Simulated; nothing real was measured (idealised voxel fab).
Proc. module: voxel ribs on slabs
Section cut is 285 nm wide and gridded with 5 nm square cells.
Cross-section layout: square cells on a grid; listed as bands, top to bottom; a band spans one or more cell rows. Band: top height; bottom height; in nm. Then, left to right: material with width in nm, for each material. "everywhere": a single material spanning edge to edge. "air": empty space. Heights are reckoned from 0. Under this level, the received wafer is all of one material. The bottommost band is open-ended downward, for example "0 and below". Read "30->40" as a graded width: first number on top, second number at the bottom, same change between each pair of neighbouring rows. "left unchanged" for a step: no cell of the cross-section changed in that step. The list in "Fully sealed cavities" covers empty spaces of 8 cells or more that cannot reach the top through any open way, and it gives each as width x height at distance; the distance is from the left edge, and width, height and distance are in nm. That trailing text on a step's line, after the settings, is the simulator's own remark on the step. Each step line may optionally specify "overlay nm", which for a step with a mask gives the rightward distance between the mask's planned place and where it lay, a negative value indicating the leftward direction.
-- Here's what the planned process steps look like
1: RECEIVE: material Si
2: DIRECTIONAL_DEP: material SiO2, thk nm 30
3: DIRECTIONAL_DEP: material SiN, thk nm 15
4: DIRECTIONAL_DEP: material aC, thk nm 10
5: PATTERN: tone cover, mask id RIB, material resist, width nm 15, thk nm 25, overlay nm 0
6: DIRECTIONAL_ETCH: etch materials aC, depth nm 10
7: STRIP: etch materials resist
8: DIRECTIONAL_ETCH: etch materials SiN, depth nm 10
9: STRIP: etch materials aC
10: PATTERN: tone cover, mask id SLAB, material resist, width nm 45, thk nm 15, overlay nm 0
11: DIRECTIONAL_ETCH: etch materials SiN, depth nm 5
12: STRIP: etch materials resist
13: FILL_DEP: material SiO2, thk nm 25
14: CMP: height nm 65
15: DIRECTIONAL_DEP: material W, thk nm 5
16: MASKED_ETCH: tone cover, mask id HEATER, width nm 25, etch materials W, depth nm 5, overlay nm 0
17: CONFORMAL_DEP: material SiO2, thk nm 5
-- Cross-section of the incoming wafer, state after step 1
0 and below = Si everywhere
Fully sealed cavities: none
-- The first of the two wafers as seen in cross-section once the module was finished; processing followed the plan
75 down to 70 = air: 125, SiO2: 35, air: 125
70 down to 65 = SiO2: 130, W: 25, SiO2: 130
65 down to 45 = SiO2 everywhere
45 down to 35 = SiO2: 135, SiN: 15, SiO2: 135
35 down to 30 = SiO2: 120, SiN: 45, SiO2: 120
30 down to 0 = SiO2 everywhere
0 and below = Si everywhere
Fully sealed cavities: none
-- Cross-sectional image of the second wafer of the two following completion of the module. Starting state and process plan were the same as for the first wafer; one execution error occurred
75 down to 70 = air: 125, SiO2: 35, air: 125
70 down to 65 = SiO2: 130, W: 25, SiO2: 130
65 down to 45 = SiO2 everywhere
45 down to 35 = SiO2: 135, SiN: 15, SiO2: 135
35 down to 30 = SiO2: 120, SiN: 45, SiO2: 120
30 down to 0 = W everywhere
0 and below = Si everywhere
Fully sealed cavities: none
Error vs. plan: not per plan at step 2, really ran DIRECTIONAL_DEP: material W, thk nm 30
Looking at both finished wafers in cells, the second ends up ahead of or behind the first on some materials: 342 fewer of SiO2 | 342 more of W
